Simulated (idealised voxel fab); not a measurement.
Title: Process Module voxel gate over fins
Xsec cut, 160 nm wide, square cell size 5 nm.
Just so we're on the same page, the cross-sections are grids of square cells, and they're listed out in bands top to bottom, each band one or more rows deep.
A band entry consists of two parts. The first gives the height of the band's top and the height of its bottom, in nm. The rest lists the band's materials from left to right, each with its width in nm. A single material labelled with the word "all across" fills the band from edge to edge, and the word "blank" marks empty space.
Height 0 is the level under which the wafer as received is all one material. The lowest band goes on downwards, as in "from 0 down".
The notation "30 to 40" denotes a width that varies across the rows of cells in the band, beginning at the first number in the top row, finishing at the second number in the bottom row, and changing by an identical amount from each row to the next.
"everything unchanged" after a step means that no cell of the cross-section changed.
Enclosed voids (no open way to top), threshold 8 cells or more, entry "Enclosed voids", notation width x height at distance, distance from left edge, nm.
Note: text after step settings on the step line = simulator remark on that step.
overlay nm: on a step with a mask, how far right of its planned place the mask lay; negative means left.
Pairs, read this way: before one process step on the one hand, after it on the other, the after cross-section ending at the lowest band that changed; the step between, settings included, beneath. Same starting wafer throughout, but possibly different runs of this module, so no pair continues from the pair above unless its entry headed "Cross-section, before" says so.

### Cross-section, before
* from 0 down = Si all across
* Enclosed voids: none

### Post-Step Cross-Section
* from 10 to 0 = SiN all across
* At heights below 0, the structure remains unaltered.
* Enclosed voids: none
Between before and after, shown above: CONFORMAL_DEP,material SiN,thk nm 10

Cross-section, before: cross-section not repeated; it is the one shown after the step in the pair just above.

### Post-Step Cross-Section
* from 10 to 0 = 40 nm blank, then 15 nm SiN, then 45 nm blank, then 15 nm SiN, then 45 nm blank
* At heights below 0, the structure remains unaltered.
* Enclosed voids: none
Between before and after, shown above: MASKED_ETCH,tone cover,mask id FINS,width nm 15,pitch nm 60,etch materials SiN,depth nm 10,overlay nm 0

Cross-section, before: cross-section not repeated; it is the one shown after the step in the pair just above.

### Post-Step Cross-Section
* from 10 to 0 = 40 nm blank, then 15 nm SiN, then 45 nm blank, then 15 nm SiN, then 45 nm blank
* from 0 to -35 = 40 nm blank, then 15 nm Si, then 45 nm blank, then 15 nm Si, then 45 nm blank
* At heights below -35, the structure remains unaltered.
* Enclosed voids: none
Between before and after, shown above: MASKED_ETCH,tone cover,mask id FINS,width nm 15,pitch nm 60,etch materials Si,depth nm 35,overlay nm 0

Cross-section, before: cross-section not repeated; it is the one shown after the step in the pair just above.

### Post-Step Cross-Section
* from 10 to 0 = 40 nm blank, then 15 nm SiN, then 45 nm blank, then 15 nm SiN, then 45 nm blank
* from 0 to -35 = 40 nm blank, then 5 nm SiO2, then 5 nm Si, then 5 nm SiO2, then 45 nm blank, then 5 nm SiO2, then 5 nm Si, then 5 nm SiO2, then 45 nm blank
* from -35 to -40 = 45 nm SiO2, then 5 nm Si, then 55 nm SiO2, then 5 nm Si, then 50 nm SiO2
* At heights below -40, the structure remains unaltered.
* Enclosed voids: none
Between before and after, shown above: OXIDIZE,depth nm 5

Cross-section, before: cross-section not repeated; it is the one shown after the step in the pair just above.

### Post-Step Cross-Section
* from 25 to 10 = SiO2 all across
* from 10 to 0 = 40 nm SiO2, then 15 nm SiN, then 45 nm SiO2, then 15 nm SiN, then 45 nm SiO2
* from 0 to -40 = 45 nm SiO2, then 5 nm Si, then 55 nm SiO2, then 5 nm Si, then 50 nm SiO2
* At heights below -40, the structure remains unaltered.
* Enclosed voids: none
Between before and after, shown above: FILL_DEP,material SiO2,thk nm 15

Cross-section, before: cross-section not repeated; it is the one shown after the step in the pair just above.

### Post-Step Cross-Section
* from 10 to 0 = 40 nm SiO2, then 15 nm SiN, then 45 nm SiO2, then 15 nm SiN, then 45 nm SiO2
* At heights below 0, the structure remains unaltered.
* Enclosed voids: none
Between before and after, shown above: CMP,height nm 10

Cross-section, before: cross-section not repeated; it is the one shown after the step in the pair just above.

### Post-Step Cross-Section
* from 10 to 0 = 40 nm SiO2, then 15 nm SiN, then 15 nm SiO2, then 15 nm blank, then 15 nm SiO2, then 15 nm SiN, then 45 nm SiO2
* from 0 to -30 = 45 nm SiO2, then 5 nm Si, then 20 nm SiO2, then 15 nm blank, then 20 nm SiO2, then 5 nm Si, then 50 nm SiO2
* At heights below -30, the structure remains unaltered.
* Enclosed voids: none
Between before and after, shown above: MASKED_ETCH,tone open,mask id RAIL,width nm 15,etch materials SiO2,depth nm 40,overlay nm 0

Cross-section, before: cross-section not repeated; it is the one shown after the step in the pair just above.

### Post-Step Cross-Section
* from 15 to 10 = 75 nm TiN, then 5 nm blank, then 80 nm TiN
* from 10 to 0 = 40 nm SiO2, then 15 nm SiN, then 15 nm SiO2, then 5 nm TiN, then 5 nm blank, then 5 nm TiN, then 15 nm SiO2, then 15 nm SiN, then 45 nm SiO2
* from 0 to -25 = 45 nm SiO2, then 5 nm Si, then 20 nm SiO2, then 5 nm TiN, then 5 nm blank, then 5 nm TiN, then 20 nm SiO2, then 5 nm Si, then 50 nm SiO2
* from -25 to -30 = 45 nm SiO2, then 5 nm Si, then 20 nm SiO2, then 15 nm TiN, then 20 nm SiO2, then 5 nm Si, then 50 nm SiO2
* At heights below -30, the structure remains unaltered.
* Enclosed voids: none
Between before and after, shown above: CONFORMAL_DEP,material TiN,thk nm 5

Cross-section, before: cross-section not repeated; it is the one shown after the step in the pair just above.

### Post-Step Cross-Section
* from 20 to 15 = Ru all across
* from 15 to 10 = 75 nm TiN, then 5 nm Ru, then 80 nm TiN
* from 10 to 0 = 40 nm SiO2, then 15 nm SiN, then 15 nm SiO2, then 5 nm TiN, then 5 nm Ru, then 5 nm TiN, then 15 nm SiO2, then 15 nm SiN, then 45 nm SiO2
* from 0 to -25 = 45 nm SiO2, then 5 nm Si, then 20 nm SiO2, then 5 nm TiN, then 5 nm Ru, then 5 nm TiN, then 20 nm SiO2, then 5 nm Si, then 50 nm SiO2
* At heights below -25, the structure remains unaltered.
* Enclosed voids: none
Between before and after, shown above: FILL_DEP,material Ru,thk nm 5

Cross-section, before: cross-section not repeated; it is the one shown after the step in the pair just above.

### Post-Step Cross-Section
* from 10 to 0 = 40 nm SiO2, then 15 nm SiN, then 15 nm SiO2, then 5 nm TiN, then 5 nm Ru, then 5 nm TiN, then 15 nm SiO2, then 15 nm SiN, then 45 nm SiO2
* At heights below 0, the structure remains unaltered.
* Enclosed voids: none
Between before and after, shown above: CMP,height nm 10

Cross-section, before: cross-section not repeated; it is the one shown after the step in the pair just above.

### Post-Step Cross-Section
* from 10 to 0 = 40 nm SiO2, then 15 nm SiN, then 15 nm SiO2, then 15 nm blank, then 15 nm SiO2, then 15 nm SiN, then 45 nm SiO2
* from 0 to -15 = 45 nm SiO2, then 5 nm Si, then 20 nm SiO2, then 15 nm blank, then 20 nm SiO2, then 5 nm Si, then 50 nm SiO2
* At heights below -15, the structure remains unaltered.
* Enclosed voids: none
Between before and after, shown above: SELECTIVE_ETCH,etch materials W Ru TiN,depth nm 25

Cross-section, before: cross-section not repeated; it is the one shown after the step in the pair just above.

### Post-Step Cross-Section
* from 15 to 10 = SiO2 all across
* from 10 to 0 = 40 nm SiO2, then 15 nm SiN, then 45 nm SiO2, then 15 nm SiN, then 45 nm SiO2
* from 0 to -15 = 45 nm SiO2, then 5 nm Si, then 55 nm SiO2, then 5 nm Si, then 50 nm SiO2
* At heights below -15, the structure remains unaltered.
* Enclosed voids: none
Between before and after, shown above: FILL_DEP,material SiO2,thk nm 5

Cross-section, before: cross-section not repeated; it is the one shown after the step in the pair just above.

### Post-Step Cross-Section
* from 10 to 0 = 40 nm SiO2, then 15 nm SiN, then 45 nm SiO2, then 15 nm SiN, then 45 nm SiO2
* At heights below 0, the structure remains unaltered.
* Enclosed voids: none
Between before and after, shown above: CMP,height nm 10

Cross-section, before: cross-section not repeated; it is the one shown after the step in the pair just above.

### Post-Step Cross-Section
* from 10 to 0 = 40 nm blank, then 15 nm SiN, then 45 nm blank, then 15 nm SiN, then 45 nm blank
* from 0 to -10 = 45 nm blank, then 5 nm Si, then 55 nm blank, then 5 nm Si, then 50 nm blank
* At heights below -10, the structure remains unaltered.
* Enclosed voids: none
Between before and after, shown above: SELECTIVE_ETCH,etch materials SiO2,depth nm 20

Cross-section, before: cross-section not repeated; it is the one shown after the step in the pair just above.

### Post-Step Cross-Section
* from 0 to -10 = 45 nm blank, then 5 nm Si, then 55 nm blank, then 5 nm Si, then 50 nm blank
* At heights below -10, the structure remains unaltered.
* Enclosed voids: none
Between before and after, shown above: STRIP,etch materials SiN

Cross-section, before: cross-section not repeated; it is the one shown after the step in the pair just above.

### Post-Step Cross-Section
* from 5 to 0 = 40 nm blank, then 15 nm HfO2, then 45 nm blank, then 15 nm HfO2, then 45 nm blank
* from 0 to -5 = 40 nm blank, then 5 nm HfO2, then 5 nm Si, then 5 nm HfO2, then 45 nm blank, then 5 nm HfO2, then 5 nm Si, then 5 nm HfO2, then 45 nm blank
* from -5 to -10 = 45 nm HfO2, then 5 nm Si, then 55 nm HfO2, then 5 nm Si, then 50 nm HfO2
* At heights below -10, the structure remains unaltered.
* Enclosed voids: none
Between before and after, shown above: CONFORMAL_DEP,material HfO2,thk nm 5

Cross-section, before: cross-section not repeated; it is the one shown after the step in the pair just above.

### Post-Step Cross-Section
* from 10 to 5 = 35 nm blank, then 25 nm TiN, then 35 nm blank, then 25 nm TiN, then 40 nm blank
* from 5 to 0 = 35 nm blank, then 5 nm TiN, then 15 nm HfO2, then 5 nm TiN, then 35 nm blank, then 5 nm TiN, then 15 nm HfO2, then 5 nm TiN, then 40 nm blank
* from 0 to -5 = 40 nm TiN, then 5 nm HfO2, then 5 nm Si, then 5 nm HfO2, then 45 nm TiN, then 5 nm HfO2, then 5 nm Si, then 5 nm HfO2, then 45 nm TiN
* At heights below -5, the structure remains unaltered.
* Enclosed voids: none
Between before and after, shown above: CONFORMAL_DEP,material TiN,thk nm 5

Cross-section, before: cross-section not repeated; it is the one shown after the step in the pair just above.

### Post-Step Cross-Section
* from 15 to 10 = 30 nm blank, then 35 nm TiAl, then 25 nm blank, then 35 nm TiAl, then 35 nm blank
* from 10 to 5 = 30 nm blank, then 5 nm TiAl, then 25 nm TiN, then 5 nm TiAl, then 25 nm blank, then 5 nm TiAl, then 25 nm TiN, then 5 nm TiAl, then 35 nm blank
* from 5 to 0 = 35 nm TiAl, then 5 nm TiN, then 15 nm HfO2, then 5 nm TiN, then 35 nm TiAl, then 5 nm TiN, then 15 nm HfO2, then 5 nm TiN, then 40 nm TiAl
* At heights below 0, the structure remains unaltered.
* Enclosed voids: none
Between before and after, shown above: CONFORMAL_DEP,material TiAl,thk nm 5

Cross-section, before: cross-section not repeated; it is the one shown after the step in the pair just above.

### Post-Step Cross-Section
* from 20 to 15 = 25 nm blank, then 45 nm TiN, then 15 nm blank, then 45 nm TiN, then 30 nm blank
* from 15 to 10 = 25 nm blank, then 5 nm TiN, then 35 nm TiAl, then 5 nm TiN, then 15 nm blank, then 5 nm TiN, then 35 nm TiAl, then 5 nm TiN, then 30 nm blank
* from 10 to 5 = 30 nm TiN, then 5 nm TiAl, then 25 nm TiN, then 5 nm TiAl, then 25 nm TiN, then 5 nm TiAl, then 25 nm TiN, then 5 nm TiAl, then 35 nm TiN
* At heights below 5, the structure remains unaltered.
* Enclosed voids: none
Between before and after, shown above: CONFORMAL_DEP,material TiN,thk nm 5

Cross-section, before: cross-section not repeated; it is the one shown after the step in the pair just above.

### Post-Step Cross-Section
* from 30 to 20 = W all across
* from 20 to 15 = 25 nm W, then 45 nm TiN, then 15 nm W, then 45 nm TiN, then 30 nm W
* from 15 to 10 = 25 nm W, then 5 nm TiN, then 35 nm TiAl, then 5 nm TiN, then 15 nm W, then 5 nm TiN, then 35 nm TiAl, then 5 nm TiN, then 30 nm W
* At heights below 10, the structure remains unaltered.
* Enclosed voids: none
Between before and after, shown above: FILL_DEP,material W,thk nm 10

Cross-section, before: cross-section not repeated; it is the one shown after the step in the pair just above.

### Post-Step Cross-Section
* from 25 to 20 = W all across
* At heights below 20, the structure remains unaltered.
* Enclosed voids: none
Between before and after, shown above: CMP,height nm 25

Cross-section, before: cross-section not repeated; it is the one shown after the step in the pair just above.

### Post-Step Cross-Section
* from 35 to 25 = SiN all across
* At heights below 25, the structure remains unaltered.
* Enclosed voids: none
Between before and after, shown above: CONFORMAL_DEP,material SiN,thk nm 10

### Cross-section, before
* from 10 to 5 = 35 nm blank, then 25 nm TiN, then 35 nm blank, then 25 nm TiN, then 40 nm blank
* from 5 to 0 = 35 nm blank, then 5 nm TiN, then 15 nm HfO2, then 5 nm TiN, then 35 nm blank, then 5 nm TiN, then 15 nm HfO2, then 5 nm TiN, then 40 nm blank
* from 0 to -5 = 40 nm TiN, then 5 nm HfO2, then 5 nm Si, then 5 nm HfO2, then 45 nm TiN, then 5 nm HfO2, then 5 nm Si, then 5 nm HfO2, then 45 nm TiN
* from -5 to -10 = 45 nm HfO2, then 5 nm Si, then 55 nm HfO2, then 5 nm Si, then 50 nm HfO2
* from -10 to -15 = 45 nm SiO2, then 5 nm Si, then 55 nm SiO2, then 5 nm Si, then 50 nm SiO2
* from -15 to -25 = 45 nm SiO2, then 5 nm Si, then 20 nm SiO2, then 5 nm TiN, then 5 nm Ru, then 5 nm TiN, then 20 nm SiO2, then 5 nm Si, then 50 nm SiO2
* from -25 to -30 = 45 nm SiO2, then 5 nm Si, then 20 nm SiO2, then 15 nm TiN, then 20 nm SiO2, then 5 nm Si, then 50 nm SiO2
* from -30 to -40 = 45 nm SiO2, then 5 nm Si, then 55 nm SiO2, then 5 nm Si, then 50 nm SiO2
* from -40 down = Si all across
* Enclosed voids: none

### Post-Step Cross-Section
* from 15 to 5 = 30 nm blank, then 35 nm TiN, then 25 nm blank, then 35 nm TiN, then 35 nm blank
* from 5 to 0 = 40 nm TiN, then 15 nm HfO2, then 45 nm TiN, then 15 nm HfO2, then 45 nm TiN
* At heights below 0, the structure remains unaltered.
* Enclosed voids: none
Between before and after, shown above: CONFORMAL_DEP,material TiN,thk nm 5

Cross-section, before: cross-section not repeated; it is the one shown after the step in the pair just above.

### Post-Step Cross-Section
* from 25 to 15 = W all across
* from 15 to 5 = 30 nm W, then 35 nm TiN, then 25 nm W, then 35 nm TiN, then 35 nm W
* At heights below 5, the structure remains unaltered.
* Enclosed voids: none
Between before and after, shown above: FILL_DEP,material W,thk nm 10

Cross-section, before: cross-section not repeated; it is the one shown after the step in the pair just above.

### Post-Step Cross-Section
* from 35 to 25 = SiN all across
* At heights below 25, the structure remains unaltered.
* Enclosed voids: none
Between before and after, shown above: CONFORMAL_DEP,material SiN,thk nm 10

### Cross-section, before
* from 10 to 0 = 40 nm blank, then 15 nm SiN, then 45 nm blank, then 15 nm SiN, then 45 nm blank
* from 0 to -35 = 40 nm blank, then 15 nm Si, then 45 nm blank, then 15 nm Si, then 45 nm blank
* from -35 down = Si all across
* Enclosed voids: none

### Post-Step Cross-Section
* from 10 to 0 = 40 nm blank, then 15 nm SiN, then 45 nm blank, then 15 nm SiN, then 45 nm blank
* from 0 to -70 = 40 nm blank, then 15 nm Si, then 45 nm blank, then 15 nm Si, then 45 nm blank
* At heights below -70, the structure remains unaltered.
* Enclosed voids: none
Between before and after, shown above: MASKED_ETCH,tone cover,mask id FINS,width nm 15,pitch nm 60,etch materials Si,depth nm 35,overlay nm 0

Cross-section, before: cross-section not repeated; it is the one shown after the step in the pair just above.

### Post-Step Cross-Section
* from 10 to 0 = 40 nm blank, then 15 nm SiN, then 45 nm blank, then 15 nm SiN, then 45 nm blank
* from 0 to -70 = 40 nm blank, then 5 nm SiO2, then 5 nm Si, then 5 nm SiO2, then 45 nm blank, then 5 nm SiO2, then 5 nm Si, then 5 nm SiO2, then 45 nm blank
* from -70 to -75 = 45 nm SiO2, then 5 nm Si, then 55 nm SiO2, then 5 nm Si, then 50 nm SiO2
* At heights below -75, the structure remains unaltered.
* Enclosed voids: none
Between before and after, shown above: OXIDIZE,depth nm 5

Cross-section, before: cross-section not repeated; it is the one shown after the step in the pair just above.

### Post-Step Cross-Section
* from 25 to 10 = SiO2 all across
* from 10 to 0 = 40 nm SiO2, then 15 nm SiN, then 45 nm SiO2, then 15 nm SiN, then 45 nm SiO2
* from 0 to -75 = 45 nm SiO2, then 5 nm Si, then 55 nm SiO2, then 5 nm Si, then 50 nm SiO2
* At heights below -75, the structure remains unaltered.
* Enclosed voids: none
Between before and after, shown above: FILL_DEP,material SiO2,thk nm 15

Cross-section, before: cross-section not repeated; it is the one shown after the step in the pair just above.

### Post-Step Cross-Section
* from 10 to 0 = 40 nm SiO2, then 15 nm SiN, then 45 nm SiO2, then 15 nm SiN, then 45 nm SiO2
* At heights below 0, the structure remains unaltered.
* Enclosed voids: none
Between before and after, shown above: CMP,height nm 10

Cross-section, before: cross-section not repeated; it is the one shown after the step in the pair just above.

### Post-Step Cross-Section
* from 10 to 0 = 40 nm SiO2, then 15 nm SiN, then 15 nm SiO2, then 15 nm blank, then 15 nm SiO2, then 15 nm SiN, then 45 nm SiO2
* from 0 to -30 = 45 nm SiO2, then 5 nm Si, then 20 nm SiO2, then 15 nm blank, then 20 nm SiO2, then 5 nm Si, then 50 nm SiO2
* At heights below -30, the structure remains unaltered.
* Enclosed voids: none
Between before and after, shown above: MASKED_ETCH,tone open,mask id RAIL,width nm 15,etch materials SiO2,depth nm 40,overlay nm 0

Cross-section, before: cross-section not repeated; it is the one shown after the step in the pair just above.

### Post-Step Cross-Section
* from 15 to 10 = 75 nm TiN, then 5 nm blank, then 80 nm TiN
* from 10 to 0 = 40 nm SiO2, then 15 nm SiN, then 15 nm SiO2, then 5 nm TiN, then 5 nm blank, then 5 nm TiN, then 15 nm SiO2, then 15 nm SiN, then 45 nm SiO2
* from 0 to -25 = 45 nm SiO2, then 5 nm Si, then 20 nm SiO2, then 5 nm TiN, then 5 nm blank, then 5 nm TiN, then 20 nm SiO2, then 5 nm Si, then 50 nm SiO2
* from -25 to -30 = 45 nm SiO2, then 5 nm Si, then 20 nm SiO2, then 15 nm TiN, then 20 nm SiO2, then 5 nm Si, then 50 nm SiO2
* At heights below -30, the structure remains unaltered.
* Enclosed voids: none
Between before and after, shown above: CONFORMAL_DEP,material TiN,thk nm 5

Cross-section, before: cross-section not repeated; it is the one shown after the step in the pair just above.

### Post-Step Cross-Section
* from 20 to 15 = Ru all across
* from 15 to 10 = 75 nm TiN, then 5 nm Ru, then 80 nm TiN
* from 10 to 0 = 40 nm SiO2, then 15 nm SiN, then 15 nm SiO2, then 5 nm TiN, then 5 nm Ru, then 5 nm TiN, then 15 nm SiO2, then 15 nm SiN, then 45 nm SiO2
* from 0 to -25 = 45 nm SiO2, then 5 nm Si, then 20 nm SiO2, then 5 nm TiN, then 5 nm Ru, then 5 nm TiN, then 20 nm SiO2, then 5 nm Si, then 50 nm SiO2
* At heights below -25, the structure remains unaltered.
* Enclosed voids: none
Between before and after, shown above: FILL_DEP,material Ru,thk nm 5

Cross-section, before: cross-section not repeated; it is the one shown after the step in the pair just above.

### Post-Step Cross-Section
* from 10 to 0 = 40 nm SiO2, then 15 nm SiN, then 15 nm SiO2, then 5 nm TiN, then 5 nm Ru, then 5 nm TiN, then 15 nm SiO2, then 15 nm SiN, then 45 nm SiO2
* At heights below 0, the structure remains unaltered.
* Enclosed voids: none
Between before and after, shown above: CMP,height nm 10

Cross-section, before: cross-section not repeated; it is the one shown after the step in the pair just above.

### Post-Step Cross-Section
* from 10 to 0 = 40 nm SiO2, then 15 nm SiN, then 15 nm SiO2, then 15 nm blank, then 15 nm SiO2, then 15 nm SiN, then 45 nm SiO2
* from 0 to -15 = 45 nm SiO2, then 5 nm Si, then 20 nm SiO2, then 15 nm blank, then 20 nm SiO2, then 5 nm Si, then 50 nm SiO2
* At heights below -15, the structure remains unaltered.
* Enclosed voids: none
Between before and after, shown above: SELECTIVE_ETCH,etch materials W Ru TiN,depth nm 25

Cross-section, before: cross-section not repeated; it is the one shown after the step in the pair just above.

### Post-Step Cross-Section
* from 15 to 10 = SiO2 all across
* from 10 to 0 = 40 nm SiO2, then 15 nm SiN, then 45 nm SiO2, then 15 nm SiN, then 45 nm SiO2
* from 0 to -15 = 45 nm SiO2, then 5 nm Si, then 55 nm SiO2, then 5 nm Si, then 50 nm SiO2
* At heights below -15, the structure remains unaltered.
* Enclosed voids: none
Between before and after, shown above: FILL_DEP,material SiO2,thk nm 5

Cross-section, before: cross-section not repeated; it is the one shown after the step in the pair just above.

### Post-Step Cross-Section
* from 10 to 0 = 40 nm SiO2, then 15 nm SiN, then 45 nm SiO2, then 15 nm SiN, then 45 nm SiO2
* At heights below 0, the structure remains unaltered.
* Enclosed voids: none
Between before and after, shown above: CMP,height nm 10

Cross-section, before: cross-section not repeated; it is the one shown after the step in the pair just above.

### Post-Step Cross-Section
* from 10 to 0 = 40 nm blank, then 15 nm SiN, then 45 nm blank, then 15 nm SiN, then 45 nm blank
* from 0 to -10 = 45 nm blank, then 5 nm Si, then 55 nm blank, then 5 nm Si, then 50 nm blank
* At heights below -10, the structure remains unaltered.
* Enclosed voids: none
Between before and after, shown above: SELECTIVE_ETCH,etch materials SiO2,depth nm 20

Cross-section, before: cross-section not repeated; it is the one shown after the step in the pair just above.

### Post-Step Cross-Section
* from 0 to -10 = 45 nm blank, then 5 nm Si, then 55 nm blank, then 5 nm Si, then 50 nm blank
* At heights below -10, the structure remains unaltered.
* Enclosed voids: none
Between before and after, shown above: STRIP,etch materials SiN

Cross-section, before: cross-section not repeated; it is the one shown after the step in the pair just above.

### Post-Step Cross-Section
* from 5 to 0 = 40 nm blank, then 15 nm HfO2, then 45 nm blank, then 15 nm HfO2, then 45 nm blank
* from 0 to -5 = 40 nm blank, then 5 nm HfO2, then 5 nm Si, then 5 nm HfO2, then 45 nm blank, then 5 nm HfO2, then 5 nm Si, then 5 nm HfO2, then 45 nm blank
* from -5 to -10 = 45 nm HfO2, then 5 nm Si, then 55 nm HfO2, then 5 nm Si, then 50 nm HfO2
* At heights below -10, the structure remains unaltered.
* Enclosed voids: none
Between before and after, shown above: CONFORMAL_DEP,material HfO2,thk nm 5

Cross-section, before: cross-section not repeated; it is the one shown after the step in the pair just above.

### Post-Step Cross-Section
* from 10 to 5 = 35 nm blank, then 25 nm TiN, then 35 nm blank, then 25 nm TiN, then 40 nm blank
* from 5 to 0 = 35 nm blank, then 5 nm TiN, then 15 nm HfO2, then 5 nm TiN, then 35 nm blank, then 5 nm TiN, then 15 nm HfO2, then 5 nm TiN, then 40 nm blank
* from 0 to -5 = 40 nm TiN, then 5 nm HfO2, then 5 nm Si, then 5 nm HfO2, then 45 nm TiN, then 5 nm HfO2, then 5 nm Si, then 5 nm HfO2, then 45 nm TiN
* At heights below -5, the structure remains unaltered.
* Enclosed voids: none
Between before and after, shown above: CONFORMAL_DEP,material TiN,thk nm 5

Cross-section, before: cross-section not repeated; it is the one shown after the step in the pair just above.

### Post-Step Cross-Section
* from 15 to 10 = 30 nm blank, then 35 nm TiAl, then 25 nm blank, then 35 nm TiAl, then 35 nm blank
* from 10 to 5 = 30 nm blank, then 5 nm TiAl, then 25 nm TiN, then 5 nm TiAl, then 25 nm blank, then 5 nm TiAl, then 25 nm TiN, then 5 nm TiAl, then 35 nm blank
* from 5 to 0 = 35 nm TiAl, then 5 nm TiN, then 15 nm HfO2, then 5 nm TiN, then 35 nm TiAl, then 5 nm TiN, then 15 nm HfO2, then 5 nm TiN, then 40 nm TiAl
* At heights below 0, the structure remains unaltered.
* Enclosed voids: none
Between before and after, shown above: CONFORMAL_DEP,material TiAl,thk nm 5

Cross-section, before: cross-section not repeated; it is the one shown after the step in the pair just above.

### Post-Step Cross-Section
* from 20 to 15 = 25 nm blank, then 45 nm TiN, then 15 nm blank, then 45 nm TiN, then 30 nm blank
* from 15 to 10 = 25 nm blank, then 5 nm TiN, then 35 nm TiAl, then 5 nm TiN, then 15 nm blank, then 5 nm TiN, then 35 nm TiAl, then 5 nm TiN, then 30 nm blank
* from 10 to 5 = 30 nm TiN, then 5 nm TiAl, then 25 nm TiN, then 5 nm TiAl, then 25 nm TiN, then 5 nm TiAl, then 25 nm TiN, then 5 nm TiAl, then 35 nm TiN
* At heights below 5, the structure remains unaltered.
* Enclosed voids: none
Between before and after, shown above: CONFORMAL_DEP,material TiN,thk nm 5

Cross-section, before: cross-section not repeated; it is the one shown after the step in the pair just above.

### Post-Step Cross-Section
* from 30 to 20 = W all across
* from 20 to 15 = 25 nm W, then 45 nm TiN, then 15 nm W, then 45 nm TiN, then 30 nm W
* from 15 to 10 = 25 nm W, then 5 nm TiN, then 35 nm TiAl, then 5 nm TiN, then 15 nm W, then 5 nm TiN, then 35 nm TiAl, then 5 nm TiN, then 30 nm W
* At heights below 10, the structure remains unaltered.
* Enclosed voids: none
Between before and after, shown above: FILL_DEP,material W,thk nm 10

Cross-section, before: cross-section not repeated; it is the one shown after the step in the pair just above.

### Post-Step Cross-Section
* from 25 to 20 = W all across
* At heights below 20, the structure remains unaltered.
* Enclosed voids: none
Between before and after, shown above: CMP,height nm 25

Cross-section, before: cross-section not repeated; it is the one shown after the step in the pair just above.

### Post-Step Cross-Section
* from 35 to 25 = SiN all across
* At heights below 25, the structure remains unaltered.
* Enclosed voids: none
Between before and after, shown above: CONFORMAL_DEP,material SiN,thk nm 10

### Cross-section, before
* from 5 to 0 = 40 nm blank, then 15 nm HfO2, then 45 nm blank, then 15 nm HfO2, then 45 nm blank
* from 0 to -5 = 40 nm blank, then 5 nm HfO2, then 5 nm Si, then 5 nm HfO2, then 45 nm blank, then 5 nm HfO2, then 5 nm Si, then 5 nm HfO2, then 45 nm blank
* from -5 to -10 = 45 nm HfO2, then 5 nm Si, then 55 nm HfO2, then 5 nm Si, then 50 nm HfO2
* from -10 to -15 = 45 nm SiO2, then 5 nm Si, then 55 nm SiO2, then 5 nm Si, then 50 nm SiO2
* from -15 to -25 = 45 nm SiO2, then 5 nm Si, then 20 nm SiO2, then 5 nm TiN, then 5 nm Ru, then 5 nm TiN, then 20 nm SiO2, then 5 nm Si, then 50 nm SiO2
* from -25 to -30 = 45 nm SiO2, then 5 nm Si, then 20 nm SiO2, then 15 nm TiN, then 20 nm SiO2, then 5 nm Si, then 50 nm SiO2
* from -30 to -40 = 45 nm SiO2, then 5 nm Si, then 55 nm SiO2, then 5 nm Si, then 50 nm SiO2
* from -40 down = Si all across
* Enclosed voids: none

### Post-Step Cross-Section
* from 10 to 5 = 35 nm blank, then 25 nm TiAl, then 35 nm blank, then 25 nm TiAl, then 40 nm blank
* from 5 to 0 = 35 nm blank, then 5 nm TiAl, then 15 nm HfO2, then 5 nm TiAl, then 35 nm blank, then 5 nm TiAl, then 15 nm HfO2, then 5 nm TiAl, then 40 nm blank
* from 0 to -5 = 40 nm TiAl, then 5 nm HfO2, then 5 nm Si, then 5 nm HfO2, then 45 nm TiAl, then 5 nm HfO2, then 5 nm Si, then 5 nm HfO2, then 45 nm TiAl
* At heights below -5, the structure remains unaltered.
* Enclosed voids: none
Between before and after, shown above: CONFORMAL_DEP,material TiAl,thk nm 5

Cross-section, before: cross-section not repeated; it is the one shown after the step in the pair just above.

### Post-Step Cross-Section
* from 15 to 10 = 30 nm blank, then 35 nm TiN, then 25 nm blank, then 35 nm TiN, then 35 nm blank
* from 10 to 5 = 30 nm blank, then 5 nm TiN, then 25 nm TiAl, then 5 nm TiN, then 25 nm blank, then 5 nm TiN, then 25 nm TiAl, then 5 nm TiN, then 35 nm blank
* from 5 to 0 = 35 nm TiN, then 5 nm TiAl, then 15 nm HfO2, then 5 nm TiAl, then 35 nm TiN, then 5 nm TiAl, then 15 nm HfO2, then 5 nm TiAl, then 40 nm TiN
* At heights below 0, the structure remains unaltered.
* Enclosed voids: none
Between before and after, shown above: CONFORMAL_DEP,material TiN,thk nm 5

Cross-section, before: cross-section not repeated; it is the one shown after the step in the pair just above.

### Post-Step Cross-Section
* from 20 to 10 = 25 nm blank, then 45 nm TiN, then 15 nm blank, then 45 nm TiN, then 30 nm blank
* from 10 to 5 = 35 nm TiN, then 25 nm TiAl, then 35 nm TiN, then 25 nm TiAl, then 40 nm TiN
* At heights below 5, the structure remains unaltered.
* Enclosed voids: none
Between before and after, shown above: CONFORMAL_DEP,material TiN,thk nm 5

Cross-section, before: cross-section not repeated; it is the one shown after the step in the pair just above.

### Post-Step Cross-Section
* from 30 to 20 = W all across
* from 20 to 10 = 25 nm W, then 45 nm TiN, then 15 nm W, then 45 nm TiN, then 30 nm W
* At heights below 10, the structure remains unaltered.
* Enclosed voids: none
Between before and after, shown above: FILL_DEP,material W,thk nm 10

Cross-section, before: cross-section not repeated; it is the one shown after the step in the pair just above.

### Post-Step Cross-Section
* from 25 to 20 = W all across
* At heights below 20, the structure remains unaltered.
* Enclosed voids: none
Between before and after, shown above: CMP,height nm 25

Cross-section, before: cross-section not repeated; it is the one shown after the step in the pair just above.

### Post-Step Cross-Section
* from 35 to 25 = SiN all across
* At heights below 25, the structure remains unaltered.
* Enclosed voids: none
Between before and after, shown above: CONFORMAL_DEP,material SiN,thk nm 10

### Cross-section, before
* from 10 to 0 = 40 nm SiO2, then 15 nm SiN, then 45 nm SiO2, then 15 nm SiN, then 45 nm SiO2
* from 0 to -15 = 45 nm SiO2, then 5 nm Si, then 55 nm SiO2, then 5 nm Si, then 50 nm SiO2
* from -15 to -25 = 45 nm SiO2, then 5 nm Si, then 20 nm SiO2, then 5 nm TiN, then 5 nm Ru, then 5 nm TiN, then 20 nm SiO2, then 5 nm Si, then 50 nm SiO2
* from -25 to -30 = 45 nm SiO2, then 5 nm Si, then 20 nm SiO2, then 15 nm TiN, then 20 nm SiO2, then 5 nm Si, then 50 nm SiO2
* from -30 to -40 = 45 nm SiO2, then 5 nm Si, then 55 nm SiO2, then 5 nm Si, then 50 nm SiO2
* from -40 down = Si all across
* Enclosed voids: none

### Post-Step Cross-Section
* from 10 to 0 = 40 nm blank, then 15 nm SiN, then 45 nm blank, then 15 nm SiN, then 45 nm blank
* At heights below 0, the structure remains unaltered.
* Enclosed voids: none
Between before and after, shown above: SELECTIVE_ETCH,etch materials SiO2,depth nm 10
